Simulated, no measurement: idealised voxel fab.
Documented hereafter: the process module known as voxel wiring stack.
Each square cell in cross-section cut measures 5 nm, and the section as a whole is 270 nm wide.
Notation: cross-section as square-cell grid; stated in bands, top first, going down; one or more cell rows per band.
Basically the band line says how high the top is and how high the bottom is, in nm, and then what's in it from left to right, every material with its width in nm. Empty space shows up as "air", and if a single material carries "throughout" it runs the full band edge to edge.
Heights are measured from 0, the level below which the as-received wafer is all one material; the lowest band has no bottom and continues downward, written as in "from 0 down".
Read "30 to 40" as a graded width: first number on top, second number at the bottom, same change between each pair of neighbouring rows.
"no change" means the step left every cell of the cross-section as it was.
Each empty space that has no open way to the top and spans at least 8 cells appears under "Completely sealed voids" as width x height at distance, the distance counted from the left edge, all in nm.
Where a step's line continues beyond its settings, the continuation is a remark by the simulator itself on that step.
Among the settings permitted on a step's line is "overlay nm"; applied to a step with a mask, it specifies the extent to which the mask lay to the right of its planned position, whereas a negative figure signifies a position to the left.

## Process steps foreseen in the plan
1,RECEIVE, material Si
2,CONFORMAL_DEP, material SiO2, thk nm 15
3,CONFORMAL_DEP, material SiN, thk nm 5
4,DIRECTIONAL_DEP, material lowk, thk nm 25
5,DIRECTIONAL_DEP, material aC, thk nm 15
6,PATTERN, tone open, mask id METAL_1, material resist, width nm 30, pitch nm 50, thk nm 30, overlay nm 0
7,DIRECTIONAL_ETCH, etch materials aC, depth nm 15
8,STRIP, etch materials resist
9,DIRECTIONAL_ETCH, etch materials lowk, depth nm 25
10,DIRECTIONAL_ETCH, etch materials SiN, depth nm 5
11,STRIP, etch materials aC
12,CONFORMAL_DEP, material TiN, thk nm 5
13,FILL_DEP, material Cu, thk nm 10
14,CMP, height nm 45
15,CONFORMAL_DEP, material SiCN, thk nm 5
16,DIRECTIONAL_DEP, material SiO2, thk nm 15
17,DIRECTIONAL_DEP, material aC, thk nm 15
18,PATTERN, tone open, mask id PLUG_1, material resist, width nm 15, pitch nm 50, thk nm 30, overlay nm 0
19,DIRECTIONAL_ETCH, etch materials aC, depth nm 15
20,STRIP, etch materials resist
21,DIRECTIONAL_ETCH, etch materials SiO2, depth nm 15
22,DIRECTIONAL_ETCH, etch materials SiCN, depth nm 5
23,STRIP, etch materials aC
24,CONFORMAL_DEP, material TiN, thk nm 5
25,FILL_DEP, material W, thk nm 5
26,CMP, height nm 65
27,DIRECTIONAL_DEP, material TiN, thk nm 5
28,DIRECTIONAL_DEP, material Ru, thk nm 20
29,MASKED_ETCH, tone cover, mask id METAL_2, width nm 30, pitch nm 50, etch materials Ru, depth nm 20, overlay nm 0
30,MASKED_ETCH, tone cover, mask id METAL_2, width nm 30, pitch nm 50, etch materials TiN, depth nm 5, overlay nm 0
31,FILL_DEP, material lowk, thk nm 10
32,CMP, height nm 90
33,CONFORMAL_DEP, material SiCN, thk nm 5
34,DIRECTIONAL_DEP, material SiO2, thk nm 15
35,DIRECTIONAL_DEP, material aC, thk nm 15
36,PATTERN, tone open, mask id PLUG_2, material resist, width nm 15, thk nm 30, overlay nm 0
37,DIRECTIONAL_ETCH, etch materials aC, depth nm 15
38,STRIP, etch materials resist
39,DIRECTIONAL_ETCH, etch materials SiO2, depth nm 15
40,DIRECTIONAL_ETCH, etch materials SiCN, depth nm 5
41,STRIP, etch materials aC
42,CONFORMAL_DEP, material TiN, thk nm 5
43,FILL_DEP, material W, thk nm 5
44,CMP, height nm 110
45,DIRECTIONAL_DEP, material TiN, thk nm 5
46,DIRECTIONAL_DEP, material Ru, thk nm 15
47,PATTERN, tone cover, mask id METAL_3, material resist, width nm 30, pitch nm 50, thk nm 15, overlay nm 0
48,DIRECTIONAL_ETCH, etch materials Ru, depth nm 15
49,DIRECTIONAL_ETCH, etch materials TiN, depth nm 5
50,STRIP, etch materials resist
51,CONFORMAL_DEP, material SiCN, thk nm 5
52,FILL_DEP, material lowk, thk nm 10
53,CMP, height nm 130
54,CONFORMAL_DEP, material SiCN, thk nm 5

## Here's what the wafer looked like in cross-section when it arrived - that's after step 1
> from 0 down | Si throughout
> Completely sealed voids: none

## Module complete, cross-section. Starting point and plan per above. One mistake made in running the module
> from 135 to 130 | SiCN throughout
> from 130 to 115 | lowk 90 nm | SiCN 5 nm | Ru 30 nm | SiCN 5 nm | lowk 10 nm | SiCN 5 nm | Ru 30 nm | SiCN 5 nm | lowk 90 nm
> from 115 to 110 | SiCN 95 nm | TiN 30 nm | SiCN 20 nm | TiN 30 nm | SiCN 95 nm
> from 110 to 95 | SiO2 95 nm | TiN 5 nm | W 5 nm | TiN 5 nm | SiO2 160 nm
> from 95 to 90 | SiCN 95 nm | TiN 15 nm | SiCN 160 nm
> from 90 to 70 | lowk 95 nm | Ru 30 nm | lowk 20 nm | Ru 30 nm | lowk 95 nm
> from 70 to 65 | lowk 95 nm | TiN 30 nm | lowk 20 nm | TiN 30 nm | lowk 95 nm
> from 65 to 50 | SiO2 95 nm | TiN 5 nm | W 5 nm | TiN 5 nm | SiO2 35 nm | TiN 5 nm | W 5 nm | TiN 5 nm | SiO2 110 nm
> from 50 to 45 | SiCN 95 nm | TiN 15 nm | SiCN 35 nm | TiN 15 nm | SiCN 110 nm
> from 45 to 40 | SiN 95 nm | TiN 30 nm | SiN 20 nm | TiN 30 nm | SiN 95 nm
> from 40 to 15 | lowk throughout
> from 15 to 0 | SiO2 throughout
> from 0 down | Si throughout
> Completely sealed voids: none
Run error: step 3 ran in the slot meant for step 4, and vice versa
